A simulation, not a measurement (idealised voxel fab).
Module name: voxel tone inversion (process module)
Square cells of 5 nm make up the cross-section cut, whose width is 140 nm.
In this document a cross-section is written as a grid of square cells. It is given as a series of bands, listed from the top down, and a band is one or more rows of cells. Band: top and bottom heights (nm) first, top before bottom; then materials from left to right, widths in nm. "everywhere" marks a sole material filling the band edge to edge. "empty" denotes empty space. Height is counted from the level 0, under which the received wafer is composed throughout of one material. The lowest of the bands is not closed at the bottom but continues downward, in the notation "0 -> down". Quick explanation for "30->40": the width changes in equal steps down the rows of cells, from the first number in the band's top row to the second number in its bottom row. "stayed the same" for a step: no cell of the cross-section changed in that step. Listed in "Closed cavity list": every empty space of 8 or more cells without an open way to the top. Form: width x height at distance, the distance being from the left edge, all in nm. What comes after the settings on a step's line is commentary from the simulator itself on that step. A step line may carry the setting "overlay nm", which, for steps involving a mask, states the distance by which the mask lay to the right of its intended position; negative values denote displacement to the left.

## Planned process steps
step 1: RECEIVE (material Si)
step 2: CONFORMAL_DEP (material SiCN; thk nm 5)
step 3: DIRECTIONAL_DEP (material aC; thk nm 20)
step 4: PATTERN (tone cover; mask id POSTS; material resist; width nm 25; pitch nm 40; thk nm 25; overlay nm 0)
step 5: DIRECTIONAL_ETCH (etch materials aC; depth nm 20)
step 6: STRIP (etch materials resist)
step 7: FILL_DEP (material lowk; thk nm 10)
step 8: CMP (height nm 25)
step 9: STRIP (etch materials aC)

## Shown in cross-section is the wafer as received, that is, as it stands after step 1
* 0 -> down = Si everywhere
* Closed cavity list: none

## End-of-module XS, first of two wafers, run as planned
* 25 -> 5 = 15 lowk; 25 empty; 15 lowk; 25 empty; 15 lowk; 25 empty; 20 lowk
* 5 -> 0 = SiCN everywhere
* 0 -> down = Si everywhere
* Closed cavity list: none

## What the second wafer looks like in cross-section once the module is done. Its start and its plan matched the first wafer's exactly; what differed was one mistake in how it was run
* 25 -> 20 = lowk everywhere
* 20 -> 0 = 15 lowk; 25 aC; 15 lowk; 25 aC; 15 lowk; 25 aC; 20 lowk
* 0 -> down = Si everywhere
* Closed cavity list: none
In executing the process, a mistake was made relative to the plan: step 2 of the plan was bypassed and not carried out
Final tally in cells, some materials are higher or lower on the second wafer than on the first: SiCN: 28 fewer | aC: 60 more | lowk: 28 more
